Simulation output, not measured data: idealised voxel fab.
process module | voxel wiring stack
cross-section cut | 255 nm wide | cells 5 nm
A cross-section is a grid of square cells, given in bands from the top down. A band is one or more rows of cells.
Each band's line starts with the height of the band's top and of its bottom, in nm. Then come its materials from left to right, each with its width in nm. One material with "throughout" fills the band from edge to edge. "air" is empty space.
Height 0 is the level under which the wafer as received is all one material. The lowest band goes on downwards, as in "0 down".
A width such as "30 to 40" changes by the same amount from each row of cells to the next, from the band's top row to its bottom row.
"no change" after a step means that no cell of the cross-section changed.
closed voids: empty space of 8 cells or more with no open way to the top, each as width x height at its distance from the left edge, in nm
after a step's settings: what the simulator itself notes on the step
overlay nm, on a step with a mask: how far to the right of its planned place the mask lay; to the left if negative
plan
1 op RECEIVE | material Si
2 op CONFORMAL_DEP | material SiO2 | thk nm 10
3 op CONFORMAL_DEP | material SiCN | thk nm 5
4 op DIRECTIONAL_DEP | material SiO2 | thk nm 20
5 op MASKED_ETCH | tone open | mask id METAL_1 | width nm 25 | pitch nm 55 | etch materials SiO2 | depth nm 20 | overlay nm 0
6 op MASKED_ETCH | tone open | mask id METAL_1 | width nm 25 | pitch nm 55 | etch materials SiCN | depth nm 5 | overlay nm 0
7 op CONFORMAL_DEP | material TiN | thk nm 5
8 op FILL_DEP | material W | thk nm 5
9 op CMP | height nm 35
10 op EPI | material Ru | thk nm 5
11 op FILL_DEP | material SiCN | thk nm 5
12 op DIRECTIONAL_DEP | material lowk | thk nm 25
13 op DIRECTIONAL_DEP | material aC | thk nm 10
14 op PATTERN | tone open | mask id METAL_2_HOLES | material resist | width nm 15 | pitch nm 55 | thk nm 30 | overlay nm 0
15 op DIRECTIONAL_ETCH | etch materials aC | depth nm 10
16 op STRIP | etch materials resist
17 op DIRECTIONAL_ETCH | etch materials lowk | depth nm 25
18 op STRIP | etch materials aC
19 op PATTERN | tone open | mask id METAL_2 | material resist | width nm 25 | pitch nm 55 | thk nm 20 | overlay nm 0
20 op DIRECTIONAL_ETCH | etch materials lowk | depth nm 15
21 op DIRECTIONAL_ETCH | etch materials SiCN | depth nm 5
22 op STRIP | etch materials resist
23 op CONFORMAL_DEP | material TiN | thk nm 5
24 op FILL_DEP | material Ru | thk nm 10
25 op CMP | height nm 70
26 op CONFORMAL_DEP | material SiCN | thk nm 5
27 op DIRECTIONAL_DEP | material lowk | thk nm 25
28 op DIRECTIONAL_DEP | material aC | thk nm 15
29 op PATTERN | tone open | mask id METAL_3 | material resist | width nm 25 | pitch nm 55 | thk nm 30 | overlay nm 0
30 op DIRECTIONAL_ETCH | etch materials aC | depth nm 15
31 op STRIP | etch materials resist
32 op DIRECTIONAL_ETCH | etch materials lowk | depth nm 15
33 op STRIP | etch materials aC
34 op PATTERN | tone open | mask id METAL_3_HOLES | material resist | width nm 15 | pitch nm 55 | thk nm 20 | overlay nm 0
35 op DIRECTIONAL_ETCH | etch materials lowk | depth nm 10
36 op DIRECTIONAL_ETCH | etch materials SiCN | depth nm 5
37 op STRIP | etch materials resist
38 op CONFORMAL_DEP | material TiN | thk nm 5
39 op FILL_DEP | material Cu | thk nm 10
40 op CMP | height nm 100
41 op CONFORMAL_DEP | material SiN | thk nm 5
first wafer, as planned
as received, after step 1
  0 down: Si throughout
  closed voids: none
after step 2
  10 to 0: SiO2 throughout
  below 0: unchanged
after step 3
  15 to 10: SiCN throughout
  below 10: unchanged
after step 4
  35 to 15: SiO2 throughout
  below 15: unchanged
after step 5
  35 to 15: SiO2 60 | air 25 | SiO2 30 | air 25 | SiO2 30 | air 25 | SiO2 60
  below 15: unchanged
after step 6
  35 to 15: SiO2 60 | air 25 | SiO2 30 | air 25 | SiO2 30 | air 25 | SiO2 60
  15 to 10: SiCN 60 | air 25 | SiCN 30 | air 25 | SiCN 30 | air 25 | SiCN 60
  below 10: unchanged
after step 7
  40 to 35: TiN 65 | air 15 | TiN 40 | air 15 | TiN 40 | air 15 | TiN 65
  35 to 15: SiO2 60 | TiN 5 | air 15 | TiN 5 | SiO2 30 | TiN 5 | air 15 | TiN 5 | SiO2 30 | TiN 5 | air 15 | TiN 5 | SiO2 60
  15 to 10: SiCN 60 | TiN 25 | SiCN 30 | TiN 25 | SiCN 30 | TiN 25 | SiCN 60
  below 10: unchanged
after step 8
  45 to 40: W throughout
  40 to 35: TiN 65 | W 15 | TiN 40 | W 15 | TiN 40 | W 15 | TiN 65
  35 to 15: SiO2 60 | TiN 5 | W 15 | TiN 5 | SiO2 30 | TiN 5 | W 15 | TiN 5 | SiO2 30 | TiN 5 | W 15 | TiN 5 | SiO2 60
  below 15: unchanged
after step 9
  35 to 15: SiO2 60 | TiN 5 | W 15 | TiN 5 | SiO2 30 | TiN 5 | W 15 | TiN 5 | SiO2 30 | TiN 5 | W 15 | TiN 5 | SiO2 60
  below 15: unchanged
after step 10
  40 to 35: air 55 | Ru 35 | air 20 | Ru 35 | air 20 | Ru 35 | air 55
  below 35: unchanged
after step 11
  45 to 40: SiCN throughout
  40 to 35: SiCN 55 | Ru 35 | SiCN 20 | Ru 35 | SiCN 20 | Ru 35 | SiCN 55
  below 35: unchanged
after step 12
  70 to 45: lowk throughout
  below 45: unchanged
after step 13
  80 to 70: aC throughout
  below 70: unchanged
after step 14
  110 to 80: resist 60 | air 15 | resist 40 | air 15 | resist 40 | air 15 | resist 70
  below 80: unchanged
after step 15
  100 to 80: resist 60 | air 15 | resist 40 | air 15 | resist 40 | air 15 | resist 70
  80 to 70: aC 60 | air 15 | aC 40 | air 15 | aC 40 | air 15 | aC 70
  below 70: unchanged
after step 16
  80 to 70: aC 60 | air 15 | aC 40 | air 15 | aC 40 | air 15 | aC 70
  below 70: unchanged
after step 17
  80 to 70: aC 60 | air 15 | aC 40 | air 15 | aC 40 | air 15 | aC 70
  70 to 45: lowk 60 | air 15 | lowk 40 | air 15 | lowk 40 | air 15 | lowk 70
  below 45: unchanged
after step 18
  70 to 45: lowk 60 | air 15 | lowk 40 | air 15 | lowk 40 | air 15 | lowk 70
  below 45: unchanged
after step 19
  90 to 70: resist 60 | air 25 | resist 30 | air 25 | resist 30 | air 25 | resist 60
  below 70: unchanged
after step 20
  90 to 70: resist 60 | air 25 | resist 30 | air 25 | resist 30 | air 25 | resist 60
  70 to 55: lowk 60 | air 25 | lowk 30 | air 25 | lowk 30 | air 25 | lowk 60
  below 55: unchanged
after step 21
  90 to 70: resist 60 | air 25 | resist 30 | air 25 | resist 30 | air 25 | resist 60
  70 to 55: lowk 60 | air 25 | lowk 30 | air 25 | lowk 30 | air 25 | lowk 60
  55 to 45: lowk 60 | air 15 | lowk 40 | air 15 | lowk 40 | air 15 | lowk 70
  45 to 40: SiCN 60 | air 15 | SiCN 40 | air 15 | SiCN 40 | air 15 | SiCN 70
  below 40: unchanged
after step 22
  70 to 55: lowk 60 | air 25 | lowk 30 | air 25 | lowk 30 | air 25 | lowk 60
  below 55: unchanged
after step 23
  75 to 70: TiN 65 | air 15 | TiN 40 | air 15 | TiN 40 | air 15 | TiN 65
  70 to 60: lowk 60 | TiN 5 | air 15 | TiN 5 | lowk 30 | TiN 5 | air 15 | TiN 5 | lowk 30 | TiN 5 | air 15 | TiN 5 | lowk 60
  60 to 55: lowk 60 | TiN 5 | air 5 | TiN 15 | lowk 30 | TiN 5 | air 5 | TiN 15 | lowk 30 | TiN 5 | air 5 | TiN 15 | lowk 60
  55 to 45: lowk 60 | TiN 5 | air 5 | TiN 5 | lowk 40 | TiN 5 | air 5 | TiN 5 | lowk 40 | TiN 5 | air 5 | TiN 5 | lowk 70
  45 to 40: SiCN 60 | TiN 15 | SiCN 40 | TiN 15 | SiCN 40 | TiN 15 | SiCN 70
  below 40: unchanged
after step 24
  85 to 75: Ru throughout
  75 to 70: TiN 65 | Ru 15 | TiN 40 | Ru 15 | TiN 40 | Ru 15 | TiN 65
  70 to 60: lowk 60 | TiN 5 | Ru 15 | TiN 5 | lowk 30 | TiN 5 | Ru 15 | TiN 5 | lowk 30 | TiN 5 | Ru 15 | TiN 5 | lowk 60
  60 to 55: lowk 60 | TiN 5 | Ru 5 | TiN 15 | lowk 30 | TiN 5 | Ru 5 | TiN 15 | lowk 30 | TiN 5 | Ru 5 | TiN 15 | lowk 60
  55 to 45: lowk 60 | TiN 5 | Ru 5 | TiN 5 | lowk 40 | TiN 5 | Ru 5 | TiN 5 | lowk 40 | TiN 5 | Ru 5 | TiN 5 | lowk 70
  below 45: unchanged
after step 25
  70 to 60: lowk 60 | TiN 5 | Ru 15 | TiN 5 | lowk 30 | TiN 5 | Ru 15 | TiN 5 | lowk 30 | TiN 5 | Ru 15 | TiN 5 | lowk 60
  below 60: unchanged
after step 26
  75 to 70: SiCN throughout
  below 70: unchanged
after step 27
  100 to 75: lowk throughout
  below 75: unchanged
after step 28
  115 to 100: aC throughout
  below 100: unchanged
after step 29
  145 to 115: resist 60 | air 25 | resist 30 | air 25 | resist 30 | air 25 | resist 60
  below 115: unchanged
after step 30
  130 to 115: resist 60 | air 25 | resist 30 | air 25 | resist 30 | air 25 | resist 60
  115 to 100: aC 60 | air 25 | aC 30 | air 25 | aC 30 | air 25 | aC 60
  below 100: unchanged
after step 31
  115 to 100: aC 60 | air 25 | aC 30 | air 25 | aC 30 | air 25 | aC 60
  below 100: unchanged
after step 32
  115 to 100: aC 60 | air 25 | aC 30 | air 25 | aC 30 | air 25 | aC 60
  100 to 85: lowk 60 | air 25 | lowk 30 | air 25 | lowk 30 | air 25 | lowk 60
  below 85: unchanged
after step 33
  100 to 85: lowk 60 | air 25 | lowk 30 | air 25 | lowk 30 | air 25 | lowk 60
  below 85: unchanged
after step 34
  120 to 100: resist 60 | air 15 | resist 40 | air 15 | resist 40 | air 15 | resist 70
  100 to 85: lowk 60 | air 15 | resist 10 | lowk 30 | air 15 | resist 10 | lowk 30 | air 15 | resist 10 | lowk 60
  below 85: unchanged
after step 35
  120 to 100: resist 60 | air 15 | resist 40 | air 15 | resist 40 | air 15 | resist 70
  100 to 85: lowk 60 | air 15 | resist 10 | lowk 30 | air 15 | resist 10 | lowk 30 | air 15 | resist 10 | lowk 60
  85 to 75: lowk 60 | air 15 | lowk 40 | air 15 | lowk 40 | air 15 | lowk 70
  below 75: unchanged
after step 36
  120 to 100: resist 60 | air 15 | resist 40 | air 15 | resist 40 | air 15 | resist 70
  100 to 85: lowk 60 | air 15 | resist 10 | lowk 30 | air 15 | resist 10 | lowk 30 | air 15 | resist 10 | lowk 60
  85 to 75: lowk 60 | air 15 | lowk 40 | air 15 | lowk 40 | air 15 | lowk 70
  75 to 70: SiCN 60 | air 15 | SiCN 40 | air 15 | SiCN 40 | air 15 | SiCN 70
  below 70: unchanged
after step 37
  100 to 85: lowk 60 | air 25 | lowk 30 | air 25 | lowk 30 | air 25 | lowk 60
  below 85: unchanged
after step 38
  105 to 100: TiN 65 | air 15 | TiN 40 | air 15 | TiN 40 | air 15 | TiN 65
  100 to 90: lowk 60 | TiN 5 | air 15 | TiN 5 | lowk 30 | TiN 5 | air 15 | TiN 5 | lowk 30 | TiN 5 | air 15 | TiN 5 | lowk 60
  90 to 85: lowk 60 | TiN 5 | air 5 | TiN 15 | lowk 30 | TiN 5 | air 5 | TiN 15 | lowk 30 | TiN 5 | air 5 | TiN 15 | lowk 60
  85 to 75: lowk 60 | TiN 5 | air 5 | TiN 5 | lowk 40 | TiN 5 | air 5 | TiN 5 | lowk 40 | TiN 5 | air 5 | TiN 5 | lowk 70
  75 to 70: SiCN 60 | TiN 15 | SiCN 40 | TiN 15 | SiCN 40 | TiN 15 | SiCN 70
  below 70: unchanged
after step 39
  115 to 105: Cu throughout
  105 to 100: TiN 65 | Cu 15 | TiN 40 | Cu 15 | TiN 40 | Cu 15 | TiN 65
  100 to 90: lowk 60 | TiN 5 | Cu 15 | TiN 5 | lowk 30 | TiN 5 | Cu 15 | TiN 5 | lowk 30 | TiN 5 | Cu 15 | TiN 5 | lowk 60
  90 to 85: lowk 60 | TiN 5 | Cu 5 | TiN 15 | lowk 30 | TiN 5 | Cu 5 | TiN 15 | lowk 30 | TiN 5 | Cu 5 | TiN 15 | lowk 60
  85 to 75: lowk 60 | TiN 5 | Cu 5 | TiN 5 | lowk 40 | TiN 5 | Cu 5 | TiN 5 | lowk 40 | TiN 5 | Cu 5 | TiN 5 | lowk 70
  below 75: unchanged
after step 40
  100 to 90: lowk 60 | TiN 5 | Cu 15 | TiN 5 | lowk 30 | TiN 5 | Cu 15 | TiN 5 | lowk 30 | TiN 5 | Cu 15 | TiN 5 | lowk 60
  below 90: unchanged
after step 41
  105 to 100: SiN throughout
  below 100: unchanged
second wafer: like start, like plan, one mistake. Through step 25 it matches the first wafer
when step 26 should have ended
  95 to 70: lowk throughout
  below 70: unchanged
when step 27 should have ended
  100 to 95: SiCN throughout
  below 95: unchanged
when step 28 should have ended
  115 to 100: aC throughout
  below 100: unchanged
when step 29 should have ended
  145 to 115: resist 60 | air 25 | resist 30 | air 25 | resist 30 | air 25 | resist 60
  below 115: unchanged
when step 30 should have ended
  130 to 115: resist 60 | air 25 | resist 30 | air 25 | resist 30 | air 25 | resist 60
  115 to 100: aC 60 | air 25 | aC 30 | air 25 | aC 30 | air 25 | aC 60
  below 100: unchanged
when step 31 should have ended
  115 to 100: aC 60 | air 25 | aC 30 | air 25 | aC 30 | air 25 | aC 60
  below 100: unchanged
when step 32 should have ended: no change
when step 33 should have ended
  100 to 95: SiCN throughout
  below 95: unchanged
when step 34 should have ended
  120 to 100: resist 60 | air 15 | resist 40 | air 15 | resist 40 | air 15 | resist 70
  below 100: unchanged
when step 35 should have ended: no change
when step 36 should have ended
  120 to 100: resist 60 | air 15 | resist 40 | air 15 | resist 40 | air 15 | resist 70
  100 to 95: SiCN 60 | air 15 | SiCN 40 | air 15 | SiCN 40 | air 15 | SiCN 70
  below 95: unchanged
when step 37 should have ended
  100 to 95: SiCN 60 | air 15 | SiCN 40 | air 15 | SiCN 40 | air 15 | SiCN 70
  below 95: unchanged
when step 38 should have ended
  105 to 100: TiN 65 | air 5 | TiN 50 | air 5 | TiN 50 | air 5 | TiN 75
  100 to 95: SiCN 60 | TiN 15 | SiCN 40 | TiN 15 | SiCN 40 | TiN 15 | SiCN 70
  below 95: unchanged
when step 39 should have ended
  115 to 105: Cu throughout
  105 to 100: TiN 65 | Cu 5 | TiN 50 | Cu 5 | TiN 50 | Cu 5 | TiN 75
  below 100: unchanged
when step 40 should have ended
  100 to 95: SiCN 60 | TiN 15 | SiCN 40 | TiN 15 | SiCN 40 | TiN 15 | SiCN 70
  below 95: unchanged
when step 41 should have ended
  105 to 100: SiN throughout
  below 100: unchanged
what went wrong: steps 26 and 27 were swapped
at the end the second wafer has, in cells: 27 fewer of Cu | 36 fewer of TiN | 63 more of lowk
